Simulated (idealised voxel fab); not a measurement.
process module | voxel wiring stack
cross-section cut | 275 nm wide | cells 5 nm
A cross-section is a grid of square cells, given in bands from the top down. A band is one or more rows of cells.
Each band's line starts with the height of the band's top and of its bottom, in nm. Then come its materials from left to right, each with its width in nm. One material with "throughout" fills the band from edge to edge. "air" is empty space.
Height 0 is the level under which the wafer as received is all one material. The lowest band goes on downwards, as in "0 down".
A width such as "30 to 40" changes by the same amount from each row of cells to the next, from the band's top row to its bottom row.
"no change" after a step means that no cell of the cross-section changed.
closed voids: empty space of 8 cells or more with no open way to the top, each as width x height at its distance from the left edge, in nm
after a step's settings: what the simulator itself notes on the step
overlay nm, on a step with a mask: how far to the right of its planned place the mask lay; to the left if negative
plan
1 op RECEIVE | material Si
2 op CONFORMAL_DEP | material SiO2 | thk nm 15
3 op DIRECTIONAL_DEP | material TiN | thk nm 5
4 op DIRECTIONAL_DEP | material Ru | thk nm 25
5 op PATTERN | tone cover | mask id METAL_1 | material resist | width nm 25 | pitch nm 40 | thk nm 20 | overlay nm 0
6 op DIRECTIONAL_ETCH | etch materials Ru | depth nm 25
7 op DIRECTIONAL_ETCH | etch materials TiN | depth nm 5
8 op STRIP | etch materials resist
9 op FILL_DEP | material lowk | thk nm 10
10 op CMP | height nm 45
11 op CONFORMAL_DEP | material SiCN | thk nm 5
12 op DIRECTIONAL_DEP | material SiO2 | thk nm 30
13 op DIRECTIONAL_DEP | material aC | thk nm 10
14 op PATTERN | tone open | mask id METAL_2 | material resist | width nm 25 | pitch nm 40 | thk nm 30 | overlay nm 0
15 op DIRECTIONAL_ETCH | etch materials aC | depth nm 10
16 op STRIP | etch materials resist
17 op DIRECTIONAL_ETCH | etch materials SiO2 | depth nm 20
18 op STRIP | etch materials aC
19 op DIRECTIONAL_DEP | material aC | thk nm 15
20 op PATTERN | tone open | mask id METAL_2_HOLES | material resist | width nm 15 | pitch nm 80 | thk nm 35 | overlay nm 0
21 op DIRECTIONAL_ETCH | etch materials aC | depth nm 15
22 op STRIP | etch materials resist
23 op DIRECTIONAL_ETCH | etch materials SiO2 | depth nm 10
24 op DIRECTIONAL_ETCH | etch materials SiCN | depth nm 5
25 op STRIP | etch materials aC
26 op CONFORMAL_DEP | material TiN | thk nm 5
27 op FILL_DEP | material Cu | thk nm 10
28 op CMP | height nm 80
29 op CONFORMAL_DEP | material SiCN | thk nm 5
30 op DIRECTIONAL_DEP | material SiO2 | thk nm 30
31 op PATTERN | tone open | mask id METAL_3 | material resist | width nm 25 | pitch nm 40 | thk nm 15 | overlay nm 0
32 op DIRECTIONAL_ETCH | etch materials SiO2 | depth nm 20
33 op STRIP | etch materials resist
34 op DIRECTIONAL_DEP | material aC | thk nm 10
35 op PATTERN | tone open | mask id METAL_3_HOLES | material resist | width nm 15 | pitch nm 80 | thk nm 25 | overlay nm 0
36 op DIRECTIONAL_ETCH | etch materials aC | depth nm 10
37 op STRIP | etch materials resist
38 op DIRECTIONAL_ETCH | etch materials SiO2 | depth nm 10
39 op DIRECTIONAL_ETCH | etch materials SiCN | depth nm 5
40 op STRIP | etch materials aC
41 op CONFORMAL_DEP | material TiN | thk nm 5
42 op FILL_DEP | material Ru | thk nm 5
43 op CMP | height nm 115
44 op CONFORMAL_DEP | material SiCN | thk nm 5
45 op DIRECTIONAL_DEP | material SiO2 | thk nm 30
46 op PATTERN | tone open | mask id METAL_4_HOLES | material resist | width nm 15 | pitch nm 40 | thk nm 20 | overlay nm 0
47 op DIRECTIONAL_ETCH | etch materials SiO2 | depth nm 30
48 op STRIP | etch materials resist
49 op PATTERN | tone open | mask id METAL_4 | material resist | width nm 25 | pitch nm 40 | thk nm 20 | overlay nm 0
50 op DIRECTIONAL_ETCH | etch materials SiO2 | depth nm 20
51 op DIRECTIONAL_ETCH | etch materials SiCN | depth nm 5
52 op STRIP | etch materials resist
53 op CONFORMAL_DEP | material TiN | thk nm 5
54 op FILL_DEP | material Cu | thk nm 5
55 op CMP | height nm 150
56 op CONFORMAL_DEP | material SiCN | thk nm 5
as received, after step 1
  0 down: Si throughout
  closed voids: none
first wafer at the end, as planned
  155 to 150: SiCN throughout
  150 to 135: SiO2 85 | TiN 5 | Cu 15 | TiN 5 | SiO2 15 | TiN 5 | Cu 15 | TiN 5 | SiO2 15 | TiN 5 | Cu 15 | TiN 5 | SiO2 85
  135 to 130: SiO2 85 | TiN 5 | Cu 5 | TiN 15 | SiO2 15 | TiN 5 | Cu 5 | TiN 15 | SiO2 15 | TiN 5 | Cu 5 | TiN 15 | SiO2 85
  130 to 120: SiO2 85 | TiN 5 | Cu 5 | TiN 5 | SiO2 25 | TiN 5 | Cu 5 | TiN 5 | SiO2 25 | TiN 5 | Cu 5 | TiN 5 | SiO2 95
  120 to 115: SiCN 85 | TiN 15 | SiCN 25 | TiN 15 | SiCN 25 | TiN 15 | SiCN 95
  115 to 100: SiO2 85 | TiN 5 | Ru 15 | TiN 5 | SiO2 15 | TiN 5 | Ru 15 | TiN 5 | SiO2 15 | TiN 5 | Ru 15 | TiN 5 | SiO2 85
  100 to 95: SiO2 85 | TiN 5 | Ru 5 | TiN 15 | SiO2 15 | TiN 25 | SiO2 15 | TiN 5 | Ru 5 | TiN 15 | SiO2 85
  95 to 85: SiO2 85 | TiN 5 | Ru 5 | TiN 5 | SiO2 65 | TiN 5 | Ru 5 | TiN 5 | SiO2 95
  85 to 80: SiCN 85 | TiN 15 | SiCN 65 | TiN 15 | SiCN 95
  80 to 65: SiO2 85 | TiN 5 | Cu 15 | TiN 5 | SiO2 15 | TiN 5 | Cu 15 | TiN 5 | SiO2 15 | TiN 5 | Cu 15 | TiN 5 | SiO2 85
  65 to 60: SiO2 85 | TiN 5 | Cu 5 | TiN 15 | SiO2 15 | TiN 25 | SiO2 15 | TiN 5 | Cu 5 | TiN 15 | SiO2 85
  60 to 50: SiO2 85 | TiN 5 | Cu 5 | TiN 5 | SiO2 65 | TiN 5 | Cu 5 | TiN 5 | SiO2 95
  50 to 45: SiCN 85 | TiN 15 | SiCN 65 | TiN 15 | SiCN 95
  45 to 20: lowk 85 | Ru 25 | lowk 15 | Ru 25 | lowk 15 | Ru 25 | lowk 85
  20 to 15: lowk 85 | TiN 25 | lowk 15 | TiN 25 | lowk 15 | TiN 25 | lowk 85
  15 to 0: SiO2 throughout
  0 down: Si throughout
  closed voids: none
second wafer at the end: like start, like plan, one mistake
  155 to 150: SiCN throughout
  150 to 135: SiO2 85 | TiN 5 | Cu 15 | TiN 5 | SiO2 15 | TiN 5 | Cu 15 | TiN 5 | SiO2 15 | TiN 5 | Cu 15 | TiN 5 | SiO2 85
  135 to 130: SiO2 85 | TiN 5 | Cu 5 | TiN 15 | SiO2 15 | TiN 5 | Cu 5 | TiN 15 | SiO2 15 | TiN 5 | Cu 5 | TiN 15 | SiO2 85
  130 to 120: SiO2 85 | TiN 5 | Cu 5 | TiN 5 | SiO2 25 | TiN 5 | Cu 5 | TiN 5 | SiO2 25 | TiN 5 | Cu 5 | TiN 5 | SiO2 95
  120 to 115: SiCN 85 | TiN 15 | SiCN 25 | TiN 15 | SiCN 25 | TiN 15 | SiCN 95
  115 to 110: Ru throughout
  110 to 105: TiN 90 | Ru 15 | TiN 25 | Ru 15 | TiN 25 | Ru 15 | TiN 90
  105 to 100: SiO2 85 | TiN 5 | Ru 15 | TiN 5 | SiO2 15 | TiN 5 | Ru 15 | TiN 5 | SiO2 15 | TiN 5 | Ru 15 | TiN 5 | SiO2 85
  100 to 95: SiO2 85 | TiN 5 | Ru 5 | TiN 15 | SiO2 15 | TiN 25 | SiO2 15 | TiN 5 | Ru 5 | TiN 15 | SiO2 85
  95 to 85: SiO2 85 | TiN 5 | Ru 5 | TiN 5 | SiO2 65 | TiN 5 | Ru 5 | TiN 5 | SiO2 95
  85 to 80: SiCN 85 | TiN 15 | SiCN 65 | TiN 15 | SiCN 95
  80 to 65: SiO2 85 | TiN 5 | Cu 15 | TiN 5 | SiO2 15 | TiN 5 | Cu 15 | TiN 5 | SiO2 15 | TiN 5 | Cu 15 | TiN 5 | SiO2 85
  65 to 60: SiO2 85 | TiN 5 | Cu 5 | TiN 15 | SiO2 15 | TiN 25 | SiO2 15 | TiN 5 | Cu 5 | TiN 15 | SiO2 85
  60 to 50: SiO2 85 | TiN 5 | Cu 5 | TiN 5 | SiO2 65 | TiN 5 | Cu 5 | TiN 5 | SiO2 95
  50 to 45: SiCN 85 | TiN 15 | SiCN 65 | TiN 15 | SiCN 95
  45 to 20: lowk 85 | Ru 25 | lowk 15 | Ru 25 | lowk 15 | Ru 25 | lowk 85
  20 to 15: lowk 85 | TiN 25 | lowk 15 | TiN 25 | lowk 15 | TiN 25 | lowk 85
  15 to 0: SiO2 throughout
  0 down: Si throughout
  closed voids: none
what went wrong: steps 33 and 34 were swapped
at the end the second wafer has, in cells: 46 more of Ru | 80 fewer of SiO2 | 34 more of TiN
